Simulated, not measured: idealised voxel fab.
Presented below is a process module, voxel quadruple lines.
Cross-section cut: width 215 nm, square cells of 5 nm.
A cross-section in this document is a grid of square cells, and it is written down as bands, the top band listed before the ones below it; a band is made up of one or more rows of cells. This entry defines a band. It first specifies the height of the band's top and the height of its bottom in nm, and then specifies the band's materials from left to right, stating each material with its width in nm. The word "throughout" identifies a single material that fills the band from edge to edge, while the word "air" identifies empty space. Basically, 0 is our baseline, since under it the wafer straight out of the box is all one material. The bottom band has no lower end and keeps on going down, so it looks like "top 0, no bottom". It should be noted that a width expressed as "30 to 40" varies in equal increments from row to row of cells within the band, taking the value of the first number at the top row and that of the second number at the bottom row. The designation "nothing got changed", where it is given for a processing step, indicates that no cell of the cross-section was altered in the course of that step. Each empty space that has no open way to the top and spans at least 8 cells appears under "Closed empty spaces" as width x height at distance, the distance counted from the left edge, all in nm. Post-settings text on a step line: simulator's own remark regarding the step. What "overlay nm" on a step's line means: if the step has a mask, that mask lay this far to the right of its planned place, or, when the value is negative, to the left.
-- Set out below are the planned steps of the process
1. RECEIVE [material Si]
2. CONFORMAL_DEP [material Al2O3] [thk nm 10]
3. DIRECTIONAL_DEP [material W] [thk nm 15]
4. DIRECTIONAL_DEP [material polySi] [thk nm 20]
5. DIRECTIONAL_DEP [material aC] [thk nm 20]
6. PATTERN [tone cover] [mask id MANDREL] [material resist] [width nm 25] [thk nm 25] [overlay nm 0]
7. DIRECTIONAL_ETCH [etch materials aC] [depth nm 20]
8. STRIP [etch materials resist]
9. CONFORMAL_DEP [material SiO2] [thk nm 15]
10. DIRECTIONAL_ETCH [etch materials SiO2] [depth nm 15]
11. STRIP [etch materials aC]
12. DIRECTIONAL_ETCH [etch materials polySi] [depth nm 20]
13. STRIP [etch materials SiO2]
14. CONFORMAL_DEP [material SiCN] [thk nm 5]
15. DIRECTIONAL_ETCH [etch materials SiCN] [depth nm 5]
16. STRIP [etch materials polySi]
17. DIRECTIONAL_ETCH [etch materials W] [depth nm 15]
18. STRIP [etch materials SiCN]
19. FILL_DEP [material SiO2] [thk nm 5]
20. CMP [height nm 25]
-- As-received wafer cross-section (after step 1)
    top 0, no bottom | Si throughout
    Closed empty spaces: none
-- Module complete - cross-section of the first of two wafers, run according to plan
    top 25, bottom 10 | SiO2 75 nm; W 5 nm; SiO2 15 nm; W 5 nm; SiO2 15 nm; W 5 nm; SiO2 15 nm; W 5 nm; SiO2 75 nm
    top 10, bottom 0 | Al2O3 throughout
    top 0, no bottom | Si throughout
    Closed empty spaces: none
-- Here is the second of the two wafers cut open at the end of the module - same start, same plan as the first one, but we made one mistake running it
    top 25, bottom 15 | Al2O3 throughout
    top 15, bottom 0 | W throughout
    top 0, no bottom | Si throughout
    Closed empty spaces: none
The mistake made against the process plan was this: steps 2 and 3: order swapped relative to plan
Per the end-of-run cell counts, the second wafer holds more or fewer of some materials than the first: SiO2 -117 | W +117
